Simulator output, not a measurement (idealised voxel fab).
process module | voxel spacer lines
cross-section cut | 225 nm wide | cells 5 nm
A cross-section is a grid of square cells, given in bands from the top down. A band is one or more rows of cells.
Each band's line starts with the height of the band's top and of its bottom, in nm. Then come its materials from left to right, each with its width in nm. One material with "throughout" fills the band from edge to edge. "air" is empty space.
Height 0 is the level under which the wafer as received is all one material. The lowest band goes on downwards, as in "0 down".
A width such as "30 to 40" changes by the same amount from each row of cells to the next, from the band's top row to its bottom row.
"no change" after a step means that no cell of the cross-section changed.
closed voids: empty space of 8 cells or more with no open way to the top, each as width x height at its distance from the left edge, in nm
after a step's settings: what the simulator itself notes on the step
overlay nm, on a step with a mask: how far to the right of its planned place the mask lay; to the left if negative
plan
1 op RECEIVE | material Si
2 op CONFORMAL_DEP | material Al2O3 | thk nm 5
3 op DIRECTIONAL_DEP | material SiN | thk nm 10
4 op DIRECTIONAL_DEP | material polySi | thk nm 25
5 op PATTERN | tone cover | mask id MANDREL | material resist | width nm 25 | pitch nm 80 | thk nm 30 | overlay nm 0
6 op DIRECTIONAL_ETCH | etch materials polySi | depth nm 25
7 op STRIP | etch materials resist
8 op CONFORMAL_DEP | material SiO2 | thk nm 15
9 op DIRECTIONAL_ETCH | etch materials SiO2 | depth nm 15
10 op STRIP | etch materials polySi
11 op DIRECTIONAL_ETCH | etch materials SiN | depth nm 10
12 op STRIP | etch materials SiO2
13 op FILL_DEP | material SiO2 | thk nm 5
14 op CMP | height nm 5
varied across the wafers: height nm of step 14. The plan shows the first wafer's value. All wafers start alike
first wafer as received, after step 1
  0 down: Si throughout
  closed voids: none
first wafer at the end, after step 14
  5 to 0: Al2O3 throughout
  0 down: Si throughout
  closed voids: none
last wafer at the end
  20 to 15: SiO2 throughout
  15 to 5: SiO2 45 | SiN 15 | SiO2 25 | SiN 15 | SiO2 25 | SiN 15 | SiO2 25 | SiN 15 | SiO2 45
  5 to 0: Al2O3 throughout
  0 down: Si throughout
  closed voids: none
each wafer at the end: cells of each material gained (+) or lost (-) since it was received, then its closed voids
height nm 5 | +45 Al2O3 | closed voids: none
height nm 10 | +45 Al2O3 | +12 SiN | +33 SiO2 | closed voids: none
height nm 15 | +45 Al2O3 | +24 SiN | +66 SiO2 | closed voids: none
height nm 20 | +45 Al2O3 | +24 SiN | +111 SiO2 | closed voids: none
